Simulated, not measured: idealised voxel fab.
process module | voxel capacitor over wiring
We display cut, a cross-section 170 nm in width whose square cells are each 5 nm.
In this document a cross-section is written as a grid of square cells. It is given as a series of bands, listed from the top down, and a band is one or more rows of cells.
Look at the band entry: it leads with the top's height and the bottom's height in nm. Then it lists the materials left to right, with a width in nm for each. The word "full width" on a single material says that material fills the band edge to edge. The word "empty" is empty space.
All heights in this document are referenced to 0, defined as the level beneath which the wafer, as received, consists entirely of one material. The lowest band is not bounded below; it extends indefinitely downward and is written in the form "z 0 and below".
Width "30 to 40": first value at the band's top row of cells, second value at its bottom row, equal change from row to row.
"nothing got changed" means the step left every cell of the cross-section as it was.
Closed empty spaces (no open way to the top) of 8 cells or more are what "Closed empty spaces" lists, each as width x height at distance from the left edge, nm for all three.
On a step's line, text after the settings is the simulator commenting on that step.
"overlay nm" denotes, for a step that has a mask, the displacement of the mask to the right of its planned place, with negative values corresponding to the left.
**Steps planned for the process**
1: RECEIVE,material Si
2: CONFORMAL_DEP,material SiO2,thk nm 10
3: CONFORMAL_DEP,material SiCN,thk nm 5
4: DIRECTIONAL_DEP,material SiO2,thk nm 25
5: DIRECTIONAL_DEP,material aC,thk nm 15
6: PATTERN,tone open,mask id METAL_1,material resist,width nm 30,pitch nm 85,thk nm 35,overlay nm 0
7: DIRECTIONAL_ETCH,etch materials aC,depth nm 15
8: STRIP,etch materials resist
9: DIRECTIONAL_ETCH,etch materials SiO2,depth nm 25
10: DIRECTIONAL_ETCH,etch materials SiCN,depth nm 5
11: STRIP,etch materials aC
12: CONFORMAL_DEP,material TiN,thk nm 5
13: FILL_DEP,material Ru,thk nm 10
14: CMP,height nm 40
15: CONFORMAL_DEP,material SiCN,thk nm 5
16: DIRECTIONAL_DEP,material lowk,thk nm 15
17: PATTERN,tone open,mask id PLUG_1,material resist,width nm 15,thk nm 20,overlay nm 0
18: DIRECTIONAL_ETCH,etch materials lowk,depth nm 15
19: DIRECTIONAL_ETCH,etch materials SiCN,depth nm 5
20: STRIP,etch materials resist
21: CONFORMAL_DEP,material TiN,thk nm 5
22: FILL_DEP,material Cu,thk nm 5
23: CMP,height nm 60
24: DIRECTIONAL_DEP,material TiN,thk nm 5
25: DIRECTIONAL_DEP,material Al2O3,thk nm 5
26: DIRECTIONAL_DEP,material TiN,thk nm 10
27: PATTERN,tone cover,mask id UPPER_PLATE,material resist,width nm 60,thk nm 20,overlay nm 0
28: DIRECTIONAL_ETCH,etch materials TiN,depth nm 10
29: DIRECTIONAL_ETCH,etch materials Al2O3,depth nm 5
30: STRIP,etch materials resist
31: DIRECTIONAL_DEP,material aC,thk nm 10
32: PATTERN,tone cover,mask id LOWER_PLATE,material resist,width nm 70,thk nm 25,overlay nm 0
33: DIRECTIONAL_ETCH,etch materials aC,depth nm 10
34: STRIP,etch materials resist
35: DIRECTIONAL_ETCH,etch materials TiN,depth nm 5
36: STRIP,etch materials aC
37: FILL_DEP,material SiO2,thk nm 20
38: CMP,height nm 95
39: DIRECTIONAL_DEP,material aC,thk nm 15
40: PATTERN,tone open,mask id PLUG_2,material resist,width nm 15,thk nm 35,overlay nm 0
41: DIRECTIONAL_ETCH,etch materials aC,depth nm 15
42: STRIP,etch materials resist
43: DIRECTIONAL_ETCH,etch materials SiO2,depth nm 15
44: STRIP,etch materials aC
45: CONFORMAL_DEP,material TiN,thk nm 5
46: FILL_DEP,material Cu,thk nm 5
47: CMP,height nm 95
48: CONFORMAL_DEP,material SiN,thk nm 5
**The first of two wafers, run as planned**
**Received-state cross-section, reflecting completion of step 1**
    z 0 and below | Si full width
    Closed empty spaces: none
**Wafer xsec, post step 2**
    z 10 to 0 | SiO2 full width
    Nothing below the height 0 has changed.
**Wafer xsec, post step 3**
    z 15 to 10 | SiCN full width
    Nothing below the height 10 has changed.
**Wafer xsec, post step 4**
    z 40 to 15 | SiO2 full width
    Nothing below the height 15 has changed.
**Wafer xsec, post step 5**
    z 55 to 40 | aC full width
    Nothing below the height 40 has changed.
**Wafer xsec, post step 6**
    z 90 to 55 | resist 25; empty 30; resist 55; empty 30; resist 30
    Nothing below the height 55 has changed.
**Wafer xsec, post step 7**
    z 75 to 55 | resist 25; empty 30; resist 55; empty 30; resist 30
    z 55 to 40 | aC 25; empty 30; aC 55; empty 30; aC 30
    Nothing below the height 40 has changed.
**Wafer xsec, post step 8**
    z 55 to 40 | aC 25; empty 30; aC 55; empty 30; aC 30
    Nothing below the height 40 has changed.
**Wafer xsec, post step 9**
    z 55 to 40 | aC 25; empty 30; aC 55; empty 30; aC 30
    z 40 to 15 | SiO2 25; empty 30; SiO2 55; empty 30; SiO2 30
    Nothing below the height 15 has changed.
**Wafer xsec, post step 10**
    z 55 to 40 | aC 25; empty 30; aC 55; empty 30; aC 30
    z 40 to 15 | SiO2 25; empty 30; SiO2 55; empty 30; SiO2 30
    z 15 to 10 | SiCN 25; empty 30; SiCN 55; empty 30; SiCN 30
    Nothing below the height 10 has changed.
**Wafer xsec, post step 11**
    z 40 to 15 | SiO2 25; empty 30; SiO2 55; empty 30; SiO2 30
    Nothing below the height 15 has changed.
**Wafer xsec, post step 12**
    z 45 to 40 | TiN 30; empty 20; TiN 65; empty 20; TiN 35
    z 40 to 15 | SiO2 25; TiN 5; empty 20; TiN 5; SiO2 55; TiN 5; empty 20; TiN 5; SiO2 30
    z 15 to 10 | SiCN 25; TiN 30; SiCN 55; TiN 30; SiCN 30
    Nothing below the height 10 has changed.
**Wafer xsec, post step 13**
    z 55 to 45 | Ru full width
    z 45 to 40 | TiN 30; Ru 20; TiN 65; Ru 20; TiN 35
    z 40 to 15 | SiO2 25; TiN 5; Ru 20; TiN 5; SiO2 55; TiN 5; Ru 20; TiN 5; SiO2 30
    Nothing below the height 15 has changed.
**Wafer xsec, post step 14**
    z 40 to 15 | SiO2 25; TiN 5; Ru 20; TiN 5; SiO2 55; TiN 5; Ru 20; TiN 5; SiO2 30
    Nothing below the height 15 has changed.
**Wafer xsec, post step 15**
    z 45 to 40 | SiCN full width
    Nothing below the height 40 has changed.
**Wafer xsec, post step 16**
    z 60 to 45 | lowk full width
    Nothing below the height 45 has changed.
**Wafer xsec, post step 17**
    z 80 to 60 | resist 40; empty 15; resist 115
    Nothing below the height 60 has changed.
**Wafer xsec, post step 18**
    z 80 to 60 | resist 40; empty 15; resist 115
    z 60 to 45 | lowk 40; empty 15; lowk 115
    Nothing below the height 45 has changed.
**Wafer xsec, post step 19**
    z 80 to 60 | resist 40; empty 15; resist 115
    z 60 to 45 | lowk 40; empty 15; lowk 115
    z 45 to 40 | SiCN 40; empty 15; SiCN 115
    Nothing below the height 40 has changed.
**Wafer xsec, post step 20**
    z 60 to 45 | lowk 40; empty 15; lowk 115
    Nothing below the height 45 has changed.
**Wafer xsec, post step 21**
    z 65 to 60 | TiN 45; empty 5; TiN 120
    z 60 to 45 | lowk 40; TiN 5; empty 5; TiN 5; lowk 115
    z 45 to 40 | SiCN 40; TiN 15; SiCN 115
    Nothing below the height 40 has changed.
**Wafer xsec, post step 22**
    z 70 to 65 | Cu full width
    z 65 to 60 | TiN 45; Cu 5; TiN 120
    z 60 to 45 | lowk 40; TiN 5; Cu 5; TiN 5; lowk 115
    Nothing below the height 45 has changed.
**Wafer xsec, post step 23**
    z 60 to 45 | lowk 40; TiN 5; Cu 5; TiN 5; lowk 115
    Nothing below the height 45 has changed.
**Wafer xsec, post step 24**
    z 65 to 60 | TiN full width
    Nothing below the height 60 has changed.
**Wafer xsec, post step 25**
    z 70 to 65 | Al2O3 full width
    Nothing below the height 65 has changed.
**Wafer xsec, post step 26**
    z 80 to 70 | TiN full width
    Nothing below the height 70 has changed.
**Wafer xsec, post step 27**
    z 100 to 80 | empty 40; resist 60; empty 70
    Nothing below the height 80 has changed.
**Wafer xsec, post step 28**
    z 100 to 80 | empty 40; resist 60; empty 70
    z 80 to 70 | empty 40; TiN 60; empty 70
    Nothing below the height 70 has changed.
**Wafer xsec, post step 29**
    z 100 to 80 | empty 40; resist 60; empty 70
    z 80 to 70 | empty 40; TiN 60; empty 70
    z 70 to 65 | empty 40; Al2O3 60; empty 70
    Nothing below the height 65 has changed.
**Wafer xsec, post step 30**
    z 80 to 70 | empty 40; TiN 60; empty 70
    Nothing below the height 70 has changed.
**Wafer xsec, post step 31**
    z 90 to 80 | empty 40; aC 60; empty 70
    z 80 to 75 | empty 40; TiN 60; empty 70
    z 75 to 70 | aC 40; TiN 60; aC 70
    z 70 to 65 | aC 40; Al2O3 60; aC 70
    Nothing below the height 65 has changed.
**Wafer xsec, post step 32**
    z 115 to 90 | empty 35; resist 70; empty 65
    z 90 to 80 | empty 35; resist 5; aC 60; resist 5; empty 65
    z 80 to 75 | empty 35; resist 5; TiN 60; resist 5; empty 65
    Nothing below the height 75 has changed.
**Wafer xsec, post step 33**
    z 105 to 90 | empty 35; resist 70; empty 65
    z 90 to 80 | empty 35; resist 5; aC 60; resist 5; empty 65
    z 80 to 75 | empty 35; resist 5; TiN 60; resist 5; empty 65
    z 75 to 70 | empty 35; aC 5; TiN 60; aC 5; empty 65
    z 70 to 65 | empty 35; aC 5; Al2O3 60; aC 5; empty 65
    Nothing below the height 65 has changed.
**Wafer xsec, post step 34**
    z 90 to 80 | empty 40; aC 60; empty 70
    z 80 to 75 | empty 40; TiN 60; empty 70
    Nothing below the height 75 has changed.
**Wafer xsec, post step 35**
    z 90 to 80 | empty 40; aC 60; empty 70
    z 80 to 75 | empty 40; TiN 60; empty 70
    z 75 to 70 | empty 35; aC 5; TiN 60; aC 5; empty 65
    z 70 to 65 | empty 35; aC 5; Al2O3 60; aC 5; empty 65
    z 65 to 60 | empty 35; TiN 70; empty 65
    Nothing below the height 60 has changed.
**Wafer xsec, post step 36**
    z 80 to 70 | empty 40; TiN 60; empty 70
    z 70 to 65 | empty 40; Al2O3 60; empty 70
    Nothing below the height 65 has changed.
**Wafer xsec, post step 37**
    z 100 to 80 | SiO2 full width
    z 80 to 70 | SiO2 40; TiN 60; SiO2 70
    z 70 to 65 | SiO2 40; Al2O3 60; SiO2 70
    z 65 to 60 | SiO2 35; TiN 70; SiO2 65
    Nothing below the height 60 has changed.
**Wafer xsec, post step 38**
    z 95 to 80 | SiO2 full width
    Nothing below the height 80 has changed.
**Wafer xsec, post step 39**
    z 110 to 95 | aC full width
    Nothing below the height 95 has changed.
**Wafer xsec, post step 40**
    z 145 to 110 | resist 50; empty 15; resist 105
    Nothing below the height 110 has changed.
**Wafer xsec, post step 41**
    z 130 to 110 | resist 50; empty 15; resist 105
    z 110 to 95 | aC 50; empty 15; aC 105
    Nothing below the height 95 has changed.
**Wafer xsec, post step 42**
    z 110 to 95 | aC 50; empty 15; aC 105
    Nothing below the height 95 has changed.
**Wafer xsec, post step 43**
    z 110 to 95 | aC 50; empty 15; aC 105
    z 95 to 80 | SiO2 50; empty 15; SiO2 105
    Nothing below the height 80 has changed.
**Wafer xsec, post step 44**
    z 95 to 80 | SiO2 50; empty 15; SiO2 105
    Nothing below the height 80 has changed.
**Wafer xsec, post step 45**
    z 100 to 95 | TiN 55; empty 5; TiN 110
    z 95 to 85 | SiO2 50; TiN 5; empty 5; TiN 5; SiO2 105
    z 85 to 80 | SiO2 50; TiN 15; SiO2 105
    Nothing below the height 80 has changed.
**Wafer xsec, post step 46**
    z 105 to 100 | Cu full width
    z 100 to 95 | TiN 55; Cu 5; TiN 110
    z 95 to 85 | SiO2 50; TiN 5; Cu 5; TiN 5; SiO2 105
    Nothing below the height 85 has changed.
**Wafer xsec, post step 47**
    z 95 to 85 | SiO2 50; TiN 5; Cu 5; TiN 5; SiO2 105
    Nothing below the height 85 has changed.
**Wafer xsec, post step 48**
    z 100 to 95 | SiN full width
    Nothing below the height 95 has changed.
**Here the second wafer is described. Its start and its plan were those of the first wafer. Its run contained one mistake. Up to and including step 24, it did exactly what the first wafer did**
Cross-section of the second wafer at the time by which step 25 should have been completed according to the plan: nothing got changed
**Cross-section of the second wafer at the time by which step 26 should have been completed according to the plan**
    z 75 to 60 | TiN full width
    Nothing below the height 60 has changed.
**Cross-section of the second wafer at the time by which step 27 should have been completed according to the plan**
    z 95 to 75 | empty 40; resist 60; empty 70
    Nothing below the height 75 has changed.
**Cross-section of the second wafer at the time by which step 28 should have been completed according to the plan**
    z 95 to 75 | empty 40; resist 60; empty 70
    z 75 to 65 | empty 40; TiN 60; empty 70
    Nothing below the height 65 has changed.
Cross-section of the second wafer at the time by which step 29 should have been completed according to the plan: nothing got changed
**Cross-section of the second wafer at the time by which step 30 should have been completed according to the plan**
    z 75 to 65 | empty 40; TiN 60; empty 70
    Nothing below the height 65 has changed.
**Cross-section of the second wafer at the time by which step 31 should have been completed according to the plan**
    z 85 to 75 | empty 40; aC 60; empty 70
    z 75 to 65 | aC 40; TiN 60; aC 70
    Nothing below the height 65 has changed.
**Cross-section of the second wafer at the time by which step 32 should have been completed according to the plan**
    z 110 to 85 | empty 35; resist 70; empty 65
    z 85 to 75 | empty 35; resist 5; aC 60; resist 5; empty 65
    Nothing below the height 75 has changed.
**Cross-section of the second wafer at the time by which step 33 should have been completed according to the plan**
    z 100 to 85 | empty 35; resist 70; empty 65
    z 85 to 75 | empty 35; resist 5; aC 60; resist 5; empty 65
    z 75 to 65 | empty 35; aC 5; TiN 60; aC 5; empty 65
    Nothing below the height 65 has changed.
**Cross-section of the second wafer at the time by which step 34 should have been completed according to the plan**
    z 85 to 75 | empty 40; aC 60; empty 70
    Nothing below the height 75 has changed.
**Cross-section of the second wafer at the time by which step 35 should have been completed according to the plan**
    z 85 to 75 | empty 40; aC 60; empty 70
    z 75 to 65 | empty 35; aC 5; TiN 60; aC 5; empty 65
    z 65 to 60 | empty 35; TiN 70; empty 65
    Nothing below the height 60 has changed.
**Cross-section of the second wafer at the time by which step 36 should have been completed according to the plan**
    z 75 to 65 | empty 40; TiN 60; empty 70
    Nothing below the height 65 has changed.
**Cross-section of the second wafer at the time by which step 37 should have been completed according to the plan**
    z 95 to 75 | SiO2 full width
    z 75 to 65 | SiO2 40; TiN 60; SiO2 70
    z 65 to 60 | SiO2 35; TiN 70; SiO2 65
    Nothing below the height 60 has changed.
Cross-section of the second wafer at the time by which step 38 should have been completed according to the plan: nothing got changed
**Cross-section of the second wafer at the time by which step 39 should have been completed according to the plan**
    z 110 to 95 | aC full width
    Nothing below the height 95 has changed.
**Cross-section of the second wafer at the time by which step 40 should have been completed according to the plan**
    z 145 to 110 | resist 50; empty 15; resist 105
    Nothing below the height 110 has changed.
**Cross-section of the second wafer at the time by which step 41 should have been completed according to the plan**
    z 130 to 110 | resist 50; empty 15; resist 105
    z 110 to 95 | aC 50; empty 15; aC 105
    Nothing below the height 95 has changed.
**Cross-section of the second wafer at the time by which step 42 should have been completed according to the plan**
    z 110 to 95 | aC 50; empty 15; aC 105
    Nothing below the height 95 has changed.
**Cross-section of the second wafer at the time by which step 43 should have been completed according to the plan**
    z 110 to 95 | aC 50; empty 15; aC 105
    z 95 to 80 | SiO2 50; empty 15; SiO2 105
    Nothing below the height 80 has changed.
**Cross-section of the second wafer at the time by which step 44 should have been completed according to the plan**
    z 95 to 80 | SiO2 50; empty 15; SiO2 105
    Nothing below the height 80 has changed.
**Cross-section of the second wafer at the time by which step 45 should have been completed according to the plan**
    z 100 to 95 | TiN 55; empty 5; TiN 110
    z 95 to 85 | SiO2 50; TiN 5; empty 5; TiN 5; SiO2 105
    z 85 to 80 | SiO2 50; TiN 15; SiO2 105
    Nothing below the height 80 has changed.
**Cross-section of the second wafer at the time by which step 46 should have been completed according to the plan**
    z 105 to 100 | Cu full width
    z 100 to 95 | TiN 55; Cu 5; TiN 110
    z 95 to 85 | SiO2 50; TiN 5; Cu 5; TiN 5; SiO2 105
    Nothing below the height 85 has changed.
**Cross-section of the second wafer at the time by which step 47 should have been completed according to the plan**
    z 95 to 85 | SiO2 50; TiN 5; Cu 5; TiN 5; SiO2 105
    Nothing below the height 85 has changed.
**Cross-section of the second wafer at the time by which step 48 should have been completed according to the plan**
    z 100 to 95 | SiN full width
    Nothing below the height 95 has changed.
Deviation noted in wafer processing: the run left out plan step 25 entirely, so it was never executed
In the final state, the cell counts of the second wafer exceed or fall short of those of the first for the following materials: 12 fewer of Al2O3, 12 more of SiO2
